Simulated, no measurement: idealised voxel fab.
A process module follows: voxel plated lines.
It is cross-section cut that appears here, measuring 155 nm in width, its square cells being 5 nm in size.
A cross-section is a grid of square cells, given in bands from the top down. A band is one or more rows of cells. What a band's entry tells you: where the top is and where the bottom is, as heights in nm, and after that what lies inside, material by material from left to right, each with its width in nm. Empty space is written as the word "blank", and a single material marked with the word "everywhere" occupies the band from edge to edge. Convention: height 0 is the level below which the wafer, as received, is all one material. The lowest band does not terminate at the bottom but continues downward, represented as "0 -> down". Graded width ("30 to 40"): value in top row of band = first number; value in bottom row = second number; row-to-row change constant. Where a step carries "no alteration", the cross-section came out of it unchanged, cell for cell. Reported under the label "Enclosed void list" are the empty spaces having no open way to the top and comprising 8 cells or more; the notation for each is width x height at distance, in which the distance is measured from the left edge and all three values are in nm. Post-settings text on a step line: simulator's own remark regarding the step. overlay nm: where the mask lay relative to plan, measured to the right, on steps with a mask; negatives go left.

Process steps foreseen in the plan
1) RECEIVE: material Si
2) CONFORMAL_DEP: material SiO2, thk nm 15
3) DIRECTIONAL_DEP: material TiN, thk nm 5
4) PATTERN: tone open, mask id LINES, material resist, width nm 25, pitch nm 45, thk nm 35, overlay nm -15
5) EPI: material Ru, thk nm 10
6) EPI: material Ru, thk nm 5
7) EPI: material Ru, thk nm 10
8) STRIP: etch materials resist
9) DIRECTIONAL_ETCH: etch materials TiN, depth nm 5
10) CONFORMAL_DEP: material SiCN, thk nm 5
Every wafer here starts from the same state; it is the step 4 overlay nm that distinguishes them, and the value the plan gives belongs to the first wafer.

Sectional view: first of several wafers, as received, after step 1
- 0 -> down | Si everywhere
- Enclosed void list: none

Tabulated below, wafer by wafer, are the end-of-module results: for each material, the number of cells gained (+) or lost (-) relative to the as-received state, followed by the closed voids
overlay nm -15 | +50 Ru | +55 SiCN | +93 SiO2 | +10 TiN | Enclosed void list: none
overlay nm -10 | +50 Ru | +55 SiCN | +93 SiO2 | +10 TiN | Enclosed void list: none
overlay nm -5 | +50 Ru | +55 SiCN | +93 SiO2 | +10 TiN | Enclosed void list: none
overlay nm 0 | +50 Ru | +55 SiCN | +93 SiO2 | +10 TiN | Enclosed void list: none
overlay nm 5 | +50 Ru | +55 SiCN | +93 SiO2 | +10 TiN | Enclosed void list: none
overlay nm 10 | +50 Ru | +55 SiCN | +93 SiO2 | +10 TiN | Enclosed void list: none
overlay nm 15 | +50 Ru | +55 SiCN | +93 SiO2 | +10 TiN | Enclosed void list: none
